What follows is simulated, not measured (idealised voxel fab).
process module | voxel capacitor over wiring
cross-section cut | 295 nm wide | cells 5 nm
A cross-section is a grid of square cells, given in bands from the top down. A band is one or more rows of cells.
Each band's line starts with the height of the band's top and of its bottom, in nm. Then come its materials from left to right, each with its width in nm. One material with "throughout" fills the band from edge to edge. "air" is empty space.
Height 0 is the level under which the wafer as received is all one material. The lowest band goes on downwards, as in "0 down".
A width such as "30 to 40" changes by the same amount from each row of cells to the next, from the band's top row to its bottom row.
"no change" after a step means that no cell of the cross-section changed.
closed voids: empty space of 8 cells or more with no open way to the top, each as width x height at its distance from the left edge, in nm
after a step's settings: what the simulator itself notes on the step
overlay nm, on a step with a mask: how far to the right of its planned place the mask lay; to the left if negative
plan
1 op RECEIVE | material Si
2 op CONFORMAL_DEP | material SiO2 | thk nm 10
3 op CONFORMAL_DEP | material SiCN | thk nm 5
4 op DIRECTIONAL_DEP | material SiO2 | thk nm 25
5 op PATTERN | tone open | mask id METAL_1 | material resist | width nm 30 | pitch nm 85 | thk nm 20 | overlay nm 0
6 op DIRECTIONAL_ETCH | etch materials SiO2 | depth nm 25
7 op DIRECTIONAL_ETCH | etch materials SiCN | depth nm 5
8 op STRIP | etch materials resist
9 op CONFORMAL_DEP | material TiN | thk nm 5
10 op FILL_DEP | material W | thk nm 5
11 op CMP | height nm 40
12 op CONFORMAL_DEP | material SiCN | thk nm 5
13 op DIRECTIONAL_DEP | material SiO2 | thk nm 10
14 op PATTERN | tone open | mask id PLUG_1 | material resist | width nm 15 | thk nm 15 | overlay nm 0
15 op DIRECTIONAL_ETCH | etch materials SiO2 | depth nm 10
16 op DIRECTIONAL_ETCH | etch materials SiCN | depth nm 5
17 op STRIP | etch materials resist
18 op CONFORMAL_DEP | material TiN | thk nm 5
19 op FILL_DEP | material W | thk nm 5
20 op CMP | height nm 55
21 op DIRECTIONAL_DEP | material TiN | thk nm 10
22 op DIRECTIONAL_DEP | material Al2O3 | thk nm 5
23 op DIRECTIONAL_DEP | material TiN | thk nm 10
24 op MASKED_ETCH | tone cover | mask id UPPER_PLATE | width nm 60 | etch materials TiN | depth nm 10 | overlay nm 0
25 op MASKED_ETCH | tone cover | mask id UPPER_PLATE | width nm 60 | etch materials Al2O3 | depth nm 5 | overlay nm 0
26 op MASKED_ETCH | tone cover | mask id LOWER_PLATE | width nm 70 | etch materials TiN | depth nm 10 | overlay nm 0
27 op FILL_DEP | material SiO2 | thk nm 15
28 op CMP | height nm 90
29 op PATTERN | tone open | mask id PLUG_2 | material resist | width nm 15 | thk nm 15 | overlay nm 0
30 op DIRECTIONAL_ETCH | etch materials SiO2 | depth nm 10
31 op STRIP | etch materials resist
32 op CONFORMAL_DEP | material TiN | thk nm 5
33 op FILL_DEP | material Cu | thk nm 5
34 op CMP | height nm 90
35 op CONFORMAL_DEP | material SiN | thk nm 5
as received, after step 1
  0 down: Si throughout
  closed voids: none
a wafer at the end: this start, this plan, one mistake
  85 to 80: SiN throughout
  80 to 70: SiO2 105 | TiN 60 | SiO2 130
  70 to 65: SiO2 105 | Al2O3 60 | SiO2 130
  65 to 55: SiO2 100 | TiN 70 | SiO2 125
  55 to 45: SiO2 105 | TiN 5 | W 5 | TiN 5 | SiO2 175
  45 to 40: SiCN 105 | TiN 15 | SiCN 175
  40 to 15: SiO2 90 | TiN 5 | W 20 | TiN 5 | SiO2 55 | TiN 5 | W 20 | TiN 5 | SiO2 90
  15 to 10: SiCN 90 | TiN 30 | SiCN 55 | TiN 30 | SiCN 90
  10 to 0: SiO2 throughout
  0 down: Si throughout
  closed voids: none
what went wrong: step 34 ran as: op CMP | height nm 80
